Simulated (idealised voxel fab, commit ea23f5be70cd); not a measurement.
Process module heading - voxel self aligned contacts
Section cut is 240 nm wide and gridded with 5 nm square cells.
Cross-section spec: square-cell grid; bands listed top down; each band is one or more rows. A band entry consists of two parts. The first gives the height of the band's top and the height of its bottom, in nm. The rest lists the band's materials from left to right, each with its width in nm. A single material labelled with the word "edge to edge" fills the band from edge to edge, and the word "empty" marks empty space. A quick word on heights: they are counted from 0, and under that level the wafer as it came to us is one material throughout. The lowest band is different from the rest in having no bottom; it simply continues downward, written as in "from 0 down". The expression "30 to 40" gives the width at the extremes of the band, the first number at its top row of cells and the second at its bottom row, with the width changing by equal amounts from each row to the next in between. You'll sometimes find "nothing changed" written for a step, and that's the way of saying that nowhere in the cross-section did a cell change during that step. "Listed closed voids" means: voids of 8 cells or more that are shut off from the top with no open way through. Written width x height at distance, distance from the left edge, in nm. On each step's line, the part that comes after the settings is the simulator's own comment on the step. overlay nm: mask offset rightward from planned place, masked step; negative means leftward offset.

The planned process steps are enumerated hereunder
1. RECEIVE,material Si
2. OXIDIZE,depth nm 5
3. DIRECTIONAL_DEP,material polySi,thk nm 20
4. DIRECTIONAL_DEP,material SiN,thk nm 15
5. PATTERN,tone cover,mask id GATE,material resist,width nm 30,pitch nm 60,thk nm 20,overlay nm 0
6. DIRECTIONAL_ETCH,etch materials SiN,depth nm 15
7. DIRECTIONAL_ETCH,etch materials polySi,depth nm 20
8. STRIP,etch materials resist
9. CONFORMAL_DEP,material SiN,thk nm 5
10. DIRECTIONAL_ETCH,etch materials SiN,depth nm 5
11. FILL_DEP,material SiO2,thk nm 15
12. CMP,height nm 40
13. PATTERN,tone open,mask id CONTACT,material resist,width nm 40,thk nm 15,overlay nm 0
14. DIRECTIONAL_ETCH,etch materials SiO2,depth nm 45
15. STRIP,etch materials resist
16. CONFORMAL_DEP,material TiN,thk nm 5
17. FILL_DEP,material Ru,thk nm 5
18. CMP,height nm 40
19. CONFORMAL_DEP,material SiCN,thk nm 5

The cross-section here shows the wafer as received, i.e. in its state after step 1
    from 0 down | Si edge to edge
    Listed closed voids: none

Look at the cross-section after the module: the wafer started out the way shown above and the plan was the one shown above, yet one mistake was made along the way
    from 45 to 40 | SiCN edge to edge
    from 40 to 35 | 105 SiO2; 10 TiN; 10 Ru; 15 TiN; 100 SiO2
    from 35 to 20 | 70 SiO2; 40 SiN; 5 TiN; 10 Ru; 5 TiN; 40 SiN; 70 SiO2
    from 20 to 0 | 70 SiO2; 5 SiN; 30 polySi; 5 SiN; 5 TiN; 10 Ru; 5 TiN; 5 SiN; 30 polySi; 5 SiN; 70 SiO2
    from 0 to -5 | 110 SiO2; 20 TiN; 110 SiO2
    from -5 down | Si edge to edge
    Listed closed voids: none
The mistake made against the process plan was this: the process deviated at step 13: the operation and settings actually run there were PATTERN,tone open,mask id CONTACT,material resist,width nm 35,thk nm 15,overlay nm 0
